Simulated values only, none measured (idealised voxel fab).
Process module in this document: voxel self aligned vias
The cross-section shown here is cut; it is 175 nm wide and divided into square cells measuring 5 nm on a side.
Cross-section spec: square-cell grid; bands listed top down; each band is one or more rows.
Quick guide to a band line: top height, bottom height (nm) up front; then every material left to right with its width in nm. Only one material and it's marked "edge to edge"? Then it fills the band edge to edge. And "air" just means empty space.
We count height from 0. Below that, the starting wafer is all one material. The lowest band never ends at the bottom but goes on down; see "0 down" for how that is written.
The width entry "30..40" should be interpreted row by row: the top row of cells in the band takes the first number, the bottom row takes the second number, and the change between adjacent rows is uniform throughout.
What does "no change" mean for a step? It means no cell of the cross-section changed in that step.
The entry titled "Entrapped voids" provides the empty spaces that have no open way to the top, restricted to those of 8 cells or more. Each is presented as width x height at distance, the distance being measured from the left edge, with all three in nm.
On each step's line, the part that comes after the settings is the simulator's own comment on the step.
If you see "overlay nm" on a step's line and that step has a mask, it's telling you how far right of where it was planned the mask ended up; a negative number means it went left instead.

### These are the steps we planned for the process
- 1: RECEIVE | material Si
- 2: CONFORMAL_DEP | material SiO2 | thk nm 15
- 3: CONFORMAL_DEP | material SiCN | thk nm 5
- 4: DIRECTIONAL_DEP | material lowk | thk nm 30
- 5: DIRECTIONAL_DEP | material aC | thk nm 15
- 6: PATTERN | tone open | mask id LINES | material resist | width nm 25 | pitch nm 65 | thk nm 35 | overlay nm 0
- 7: DIRECTIONAL_ETCH | etch materials aC | depth nm 15
- 8: STRIP | etch materials resist
- 9: DIRECTIONAL_ETCH | etch materials lowk | depth nm 30
- 10: STRIP | etch materials aC
- 11: CONFORMAL_DEP | material TiN | thk nm 5
- 12: FILL_DEP | material W | thk nm 5
- 13: CMP | height nm 50
- 14: SELECTIVE_ETCH | etch materials W Ru TiN | depth nm 10
- 15: FILL_DEP | material SiN | thk nm 10
- 16: CMP | height nm 50
- 17: DIRECTIONAL_DEP | material lowk | thk nm 20
- 18: DIRECTIONAL_DEP | material aC | thk nm 10
- 19: PATTERN | tone open | mask id VIAS | material resist | width nm 35 | thk nm 30 | overlay nm 0
- 20: DIRECTIONAL_ETCH | etch materials aC | depth nm 10
- 21: STRIP | etch materials resist
- 22: DIRECTIONAL_ETCH | etch materials lowk | depth nm 20
- 23: DIRECTIONAL_ETCH | etch materials SiN | depth nm 10
- 24: STRIP | etch materials aC
- 25: CONFORMAL_DEP | material TiN | thk nm 5
- 26: FILL_DEP | material W | thk nm 10
- 27: CMP | height nm 70
- 28: CONFORMAL_DEP | material SiN | thk nm 5

### Cross-section of the incoming wafer, state after step 1
	0 down: Si edge to edge
	Entrapped voids: none

### first wafer at the end, as planned
	75 to 70: SiN edge to edge
	70 to 55: lowk 35, then TiN 5, then W 25, then TiN 5, then lowk 105
	55 to 50: lowk 35, then TiN 10, then W 15, then TiN 10, then lowk 105
	50 to 45: lowk 40, then TiN 5, then W 15, then TiN 5, then lowk 40, then SiN 25, then lowk 45
	45 to 40: lowk 40, then TiN 25, then lowk 40, then SiN 25, then lowk 45
	40 to 25: lowk 40, then TiN 5, then W 15, then TiN 5, then lowk 40, then TiN 5, then W 15, then TiN 5, then lowk 45
	25 to 20: lowk 40, then TiN 25, then lowk 40, then TiN 25, then lowk 45
	20 to 15: SiCN edge to edge
	15 to 0: SiO2 edge to edge
	0 down: Si edge to edge
	Entrapped voids: none

### End-of-module cross-section of the second wafer: identical starting point and process plan to the first, with one processing mistake
	75 to 70: SiN edge to edge
	70 to 55: lowk 40, then TiN 5, then W 20, then TiN 5, then lowk 105
	55 to 50: lowk 40, then TiN 5, then W 15, then TiN 10, then lowk 105
	50 to 45: lowk 40, then TiN 5, then W 15, then TiN 5, then lowk 40, then SiN 25, then lowk 45
	45 to 40: lowk 40, then TiN 25, then lowk 40, then SiN 25, then lowk 45
	40 to 25: lowk 40, then TiN 5, then W 15, then TiN 5, then lowk 40, then TiN 5, then W 15, then TiN 5, then lowk 45
	25 to 20: lowk 40, then TiN 25, then lowk 40, then TiN 25, then lowk 45
	20 to 15: SiCN edge to edge
	15 to 0: SiO2 edge to edge
	0 down: Si edge to edge
	Entrapped voids: none
Which mistake was made when the wafer was run? step 19, actual vs plan mismatch, actual run PATTERN | tone open | mask id VIAS | material resist | width nm 30 | thk nm 30 | overlay nm 0
Final cells, second wafer relative to first, materials higher or lower: 1 fewer of TiN | 3 fewer of W | 4 more of lowk
